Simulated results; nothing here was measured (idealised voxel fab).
voxel released beams: a process module
In the cross-section labelled cut, the width is 290 nm and each square cell is 5 nm.
In what follows, cross-sections appear as grids of square cells, described through bands that run from the top down, where every band is one or more rows of cells. Band entry format. Leading values: height of top, height of bottom, nm. Remainder: materials in left-to-right order, each with its width in nm. Special words: "everywhere" on a single material, which then fills the band edge to edge; "empty", empty space. For the purposes of this specification, 0 denotes the height below which the wafer in its as-received condition is composed wholly of one material, and the lowermost band, lacking a lower limit, extends downward without end, as expressed in "z 0 and below". Quick explanation for "30->40": the width changes in equal steps down the rows of cells, from the first number in the band's top row to the second number in its bottom row. Reading "no modifications" for a step: not a cell of the cross-section changed in it. Heads up: "Enclosed empty spaces" only lists the empty pockets with no open path to the top that are 8 cells or more, and it writes them as width x height at distance, distance from the left edge, in nm. Past the settings on a step's line: simulator remark, on that step. The "overlay nm" setting may appear on a step's line; for a step that uses a mask, it gives how far to the right of its planned position the mask lay, and a negative value indicates the left.

-- These are the steps we planned for the process
step 1: RECEIVE: material Si
step 2: CONFORMAL_DEP: material Al2O3, thk nm 5
step 3: DIRECTIONAL_DEP: material SiO2, thk nm 10
step 4: PATTERN: tone open, mask id ANCHOR, material resist, width nm 35, thk nm 20, overlay nm 0
step 5: DIRECTIONAL_ETCH: etch materials SiO2, depth nm 10
step 6: STRIP: etch materials resist
step 7: CONFORMAL_DEP: material SiN, thk nm 10
step 8: PATTERN: tone cover, mask id BEAM, material resist, width nm 90, thk nm 20, overlay nm 0
step 9: DIRECTIONAL_ETCH: etch materials SiN, depth nm 10
step 10: STRIP: etch materials resist
step 11: STRIP: etch materials SiO2

-- First wafer of two (run as planned)

-- Cross-section of the wafer upon arrival, representing the state reached after step 1
> z 0 and below: Si everywhere
> Enclosed empty spaces: none

-- Wafer section view after processing step 2
> z 5 to 0: Al2O3 everywhere
> Nothing below the height 0 has changed.

-- Wafer section view after processing step 3
> z 15 to 5: SiO2 everywhere
> Nothing below the height 5 has changed.

-- Wafer section view after processing step 4
> z 35 to 15: resist (100); empty (35); resist (155)
> Nothing below the height 15 has changed.

-- Wafer section view after processing step 5
> z 35 to 15: resist (100); empty (35); resist (155)
> z 15 to 5: SiO2 (100); empty (35); SiO2 (155)
> Nothing below the height 5 has changed.

-- Wafer section view after processing step 6
> z 15 to 5: SiO2 (100); empty (35); SiO2 (155)
> Nothing below the height 5 has changed.

-- Wafer section view after processing step 7
> z 25 to 15: SiN (110); empty (15); SiN (165)
> z 15 to 5: SiO2 (100); SiN (35); SiO2 (155)
> Nothing below the height 5 has changed.

-- Wafer section view after processing step 8
> z 45 to 25: empty (95); resist (90); empty (105)
> z 25 to 15: SiN (110); resist (15); SiN (165)
> Nothing below the height 15 has changed.

-- Wafer section view after processing step 9
> z 45 to 25: empty (95); resist (90); empty (105)
> z 25 to 15: empty (95); SiN (15); resist (15); SiN (60); empty (105)
> Nothing below the height 15 has changed.

-- Wafer section view after processing step 10
> z 25 to 15: empty (95); SiN (15); empty (15); SiN (60); empty (105)
> Nothing below the height 15 has changed.

-- Wafer section view after processing step 11
> z 25 to 15: empty (95); SiN (15); empty (15); SiN (60); empty (105)
> z 15 to 5: empty (100); SiN (35); empty (155)
> Nothing below the height 5 has changed.

-- Second wafer, same starting state and plan as the first, one mistake in the run, identical through step 2

-- Cross-section: second wafer, time at which step 3 was scheduled to end
> z 15 to 0: Al2O3 everywhere
> Nothing below the height 0 has changed.

-- Cross-section: second wafer, time at which step 4 was scheduled to end
> z 35 to 15: resist (100); empty (35); resist (155)
> Nothing below the height 15 has changed.

Cross-section: second wafer, time at which step 5 was scheduled to end: no modifications

-- Cross-section: second wafer, time at which step 6 was scheduled to end
> z 15 to 0: Al2O3 everywhere
> Nothing below the height 0 has changed.

-- Cross-section: second wafer, time at which step 7 was scheduled to end
> z 25 to 15: SiN everywhere
> Nothing below the height 15 has changed.

-- Cross-section: second wafer, time at which step 8 was scheduled to end
> z 45 to 25: empty (95); resist (90); empty (105)
> Nothing below the height 25 has changed.

-- Cross-section: second wafer, time at which step 9 was scheduled to end
> z 45 to 25: empty (95); resist (90); empty (105)
> z 25 to 15: empty (95); SiN (90); empty (105)
> Nothing below the height 15 has changed.

-- Cross-section: second wafer, time at which step 10 was scheduled to end
> z 25 to 15: empty (95); SiN (90); empty (105)
> Nothing below the height 15 has changed.

Cross-section: second wafer, time at which step 11 was scheduled to end: no modifications
Which mistake was made when the wafer was run? step 3 ran as: DIRECTIONAL_DEP: material Al2O3, thk nm 10
End of process, cell counts, second wafer against first, materials with more or fewer: +116 Al2O3 | -8 SiN
